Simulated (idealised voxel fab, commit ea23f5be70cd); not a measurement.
process module | voxel ribs on slabs
The figure presents cross-section cut, which has a width of 265 nm and is divided into square cells with an edge length of 5 nm.
The cross-sections in this document take the form of a grid made of square cells. They are written out as bands, in order from top to bottom. Each band consists of one or more rows of cells.
Band entry format. Leading values: height of top, height of bottom, nm. Remainder: materials in left-to-right order, each with its width in nm. Special words: "all across" on a single material, which then fills the band edge to edge; "air", empty space.
Height 0 is the level under which the wafer as received is all one material. The lowest band goes on downwards, as in "0 nm and below".
A width given as "30->40" starts at the first number in the band's top row and ends at the second number in its bottom row, shifting by an equal amount at every step from row to row.
The designation "no modifications", where it is given for a processing step, indicates that no cell of the cross-section was altered in the course of that step.
In "Sealed internal voids" the enclosed voids are listed, meaning empty spaces of 8 cells or larger without any opening to the top. The form is width x height at distance, distance from the left edge, units nm.
Past the settings on a step's line: simulator remark, on that step.
Each step line may optionally specify "overlay nm", which for a step with a mask gives the rightward distance between the mask's planned place and where it lay, a negative value indicating the leftward direction.

Planned step list for the process
1) RECEIVE, material Si
2) DIRECTIONAL_DEP, material SiO2, thk nm 25
3) DIRECTIONAL_DEP, material polySi, thk nm 15
4) DIRECTIONAL_DEP, material aC, thk nm 15
5) PATTERN, tone cover, mask id RIB, material resist, width nm 20, thk nm 30, overlay nm 0
6) DIRECTIONAL_ETCH, etch materials aC, depth nm 15
7) STRIP, etch materials resist
8) DIRECTIONAL_ETCH, etch materials polySi, depth nm 5
9) STRIP, etch materials aC
10) DIRECTIONAL_DEP, material aC, thk nm 10
11) PATTERN, tone cover, mask id SLAB, material resist, width nm 50, thk nm 25, overlay nm 0
12) DIRECTIONAL_ETCH, etch materials aC, depth nm 10
13) STRIP, etch materials resist
14) DIRECTIONAL_ETCH, etch materials polySi, depth nm 10
15) STRIP, etch materials aC
16) FILL_DEP, material SiO2, thk nm 30
17) CMP, height nm 60
18) DIRECTIONAL_DEP, material W, thk nm 10
19) MASKED_ETCH, tone cover, mask id HEATER, width nm 30, etch materials W, depth nm 10, overlay nm -15
20) CONFORMAL_DEP, material SiO2, thk nm 10
The wafers in this document start out alike and differ in the overlay nm applied at step 19; the plan shows the value used for the first wafer.

So this is the first of several wafers, cross-sectioned as it came to us, meaning it's at the end of step 1
	0 nm and below = Si all across
	Sealed internal voids: none

Below, a row for every wafer. Read it as the end-of-module picture: for each material the wafer shows its cells gained (+) or lost (-) since it was received, and then its closed voids
overlay nm -15, +726 SiO2, +12 W, +24 polySi, Sealed internal voids: none
overlay nm -10, +726 SiO2, +12 W, +24 polySi, Sealed internal voids: none
overlay nm -5, +726 SiO2, +12 W, +24 polySi, Sealed internal voids: none
overlay nm 0, +726 SiO2, +12 W, +24 polySi, Sealed internal voids: none
overlay nm 5, +726 SiO2, +12 W, +24 polySi, Sealed internal voids: none
overlay nm 10, +726 SiO2, +12 W, +24 polySi, Sealed internal voids: none
overlay nm 15, +726 SiO2, +12 W, +24 polySi, Sealed internal voids: none
